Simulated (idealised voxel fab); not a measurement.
process module | voxel wiring stack
cross-section cut | 155 nm wide | cells 5 nm
A cross-section is a grid of square cells, given in bands from the top down. A band is one or more rows of cells.
Each band's line starts with the height of the band's top and of its bottom, in nm. Then come its materials from left to right, each with its width in nm. One material with "throughout" fills the band from edge to edge. "air" is empty space.
Height 0 is the level under which the wafer as received is all one material. The lowest band goes on downwards, as in "0 down".
A width such as "30 to 40" changes by the same amount from each row of cells to the next, from the band's top row to its bottom row.
"no change" after a step means that no cell of the cross-section changed.
closed voids: empty space of 8 cells or more with no open way to the top, each as width x height at its distance from the left edge, in nm
after a step's settings: what the simulator itself notes on the step
overlay nm, on a step with a mask: how far to the right of its planned place the mask lay; to the left if negative
plan
1 op RECEIVE | material Si
2 op CONFORMAL_DEP | material SiO2 | thk nm 15
3 op DIRECTIONAL_DEP | material TiN | thk nm 5
4 op DIRECTIONAL_DEP | material W | thk nm 20
5 op PATTERN | tone cover | mask id METAL_1 | material resist | width nm 20 | pitch nm 50 | thk nm 20 | overlay nm 0
6 op DIRECTIONAL_ETCH | etch materials W | depth nm 20
7 op DIRECTIONAL_ETCH | etch materials TiN | depth nm 5
8 op STRIP | etch materials resist
9 op CONFORMAL_DEP | material SiCN | thk nm 5
10 op FILL_DEP | material lowk | thk nm 10
11 op CMP | height nm 40
12 op CONFORMAL_DEP | material SiCN | thk nm 5
13 op DIRECTIONAL_DEP | material SiO2 | thk nm 35
14 op DIRECTIONAL_DEP | material aC | thk nm 10
15 op PATTERN | tone open | mask id METAL_2 | material resist | width nm 20 | pitch nm 50 | thk nm 25 | overlay nm 0
16 op DIRECTIONAL_ETCH | etch materials aC | depth nm 10
17 op STRIP | etch materials resist
18 op DIRECTIONAL_ETCH | etch materials SiO2 | depth nm 20
19 op STRIP | etch materials aC
20 op PATTERN | tone open | mask id METAL_2_HOLES | material resist | width nm 15 | thk nm 20 | overlay nm 0
21 op DIRECTIONAL_ETCH | etch materials SiO2 | depth nm 15
22 op DIRECTIONAL_ETCH | etch materials SiCN | depth nm 5
23 op STRIP | etch materials resist
24 op CONFORMAL_DEP | material TiN | thk nm 5
25 op FILL_DEP | material Cu | thk nm 10
26 op CMP | height nm 80
27 op CONFORMAL_DEP | material SiN | thk nm 5
as received, after step 1
  0 down: Si throughout
  closed voids: none
a wafer at the end: this start, this plan, one mistake
  85 to 80: SiN throughout
  80 to 65: SiO2 40 | TiN 5 | Cu 10 | TiN 5 | SiO2 30 | TiN 5 | Cu 10 | TiN 5 | SiO2 45
  65 to 60: SiO2 40 | TiN 5 | Cu 5 | TiN 10 | SiO2 30 | TiN 20 | SiO2 45
  60 to 45: SiO2 40 | TiN 5 | Cu 5 | TiN 5 | SiO2 100
  45 to 40: SiCN 40 | TiN 15 | SiCN 100
  40 to 20: lowk 40 | SiCN 5 | W 15 | SiCN 5 | lowk 25 | SiCN 5 | W 15 | SiCN 5 | lowk 40
  20 to 15: SiCN 45 | TiN 15 | SiCN 35 | TiN 15 | SiCN 45
  15 to 0: SiO2 throughout
  0 down: Si throughout
  closed voids: none
what went wrong: step 5 ran as: op PATTERN | tone cover | mask id METAL_1 | material resist | width nm 15 | pitch nm 50 | thk nm 20 | overlay nm 0
